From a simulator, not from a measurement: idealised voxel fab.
process module | voxel ribs on slabs
cross-section cut | 155 nm wide | cells 5 nm
A cross-section is a grid of square cells, given in bands from the top down. A band is one or more rows of cells.
Each band's line starts with the height of the band's top and of its bottom, in nm. Then come its materials from left to right, each with its width in nm. One material with "throughout" fills the band from edge to edge. "air" is empty space.
Height 0 is the level under which the wafer as received is all one material. The lowest band goes on downwards, as in "0 down".
A width such as "30 to 40" changes by the same amount from each row of cells to the next, from the band's top row to its bottom row.
"no change" after a step means that no cell of the cross-section changed.
closed voids: empty space of 8 cells or more with no open way to the top, each as width x height at its distance from the left edge, in nm
after a step's settings: what the simulator itself notes on the step
overlay nm, on a step with a mask: how far to the right of its planned place the mask lay; to the left if negative
plan
1 op RECEIVE | material Si
2 op DIRECTIONAL_DEP | material SiO2 | thk nm 20
3 op DIRECTIONAL_DEP | material polySi | thk nm 20
4 op PATTERN | tone cover | mask id RIB | material resist | width nm 20 | thk nm 20 | overlay nm 0
5 op DIRECTIONAL_ETCH | etch materials polySi | depth nm 15
6 op STRIP | etch materials resist
7 op PATTERN | tone cover | mask id SLAB | material resist | width nm 60 | thk nm 20 | overlay nm 0
8 op DIRECTIONAL_ETCH | etch materials polySi | depth nm 5
9 op STRIP | etch materials resist
10 op FILL_DEP | material SiO2 | thk nm 25
11 op CMP | height nm 60
12 op DIRECTIONAL_DEP | material W | thk nm 5
13 op PATTERN | tone cover | mask id HEATER | material resist | width nm 30 | thk nm 15 | overlay nm 0
14 op DIRECTIONAL_ETCH | etch materials W | depth nm 5
15 op STRIP | etch materials resist
16 op CONFORMAL_DEP | material SiO2 | thk nm 5
as received, after step 1
  0 down: Si throughout
  closed voids: none
a wafer at the end: this start, this plan, one mistake
  70 to 65: air 55 | SiO2 40 | air 60
  65 to 60: SiO2 60 | W 30 | SiO2 65
  60 to 40: SiO2 throughout
  40 to 25: SiO2 60 | polySi 30 | SiO2 65
  25 to 20: SiO2 45 | polySi 60 | SiO2 50
  20 to 0: SiO2 throughout
  0 down: Si throughout
  closed voids: none
what went wrong: step 4 ran as: op PATTERN | tone cover | mask id RIB | material resist | width nm 30 | thk nm 20 | overlay nm 0
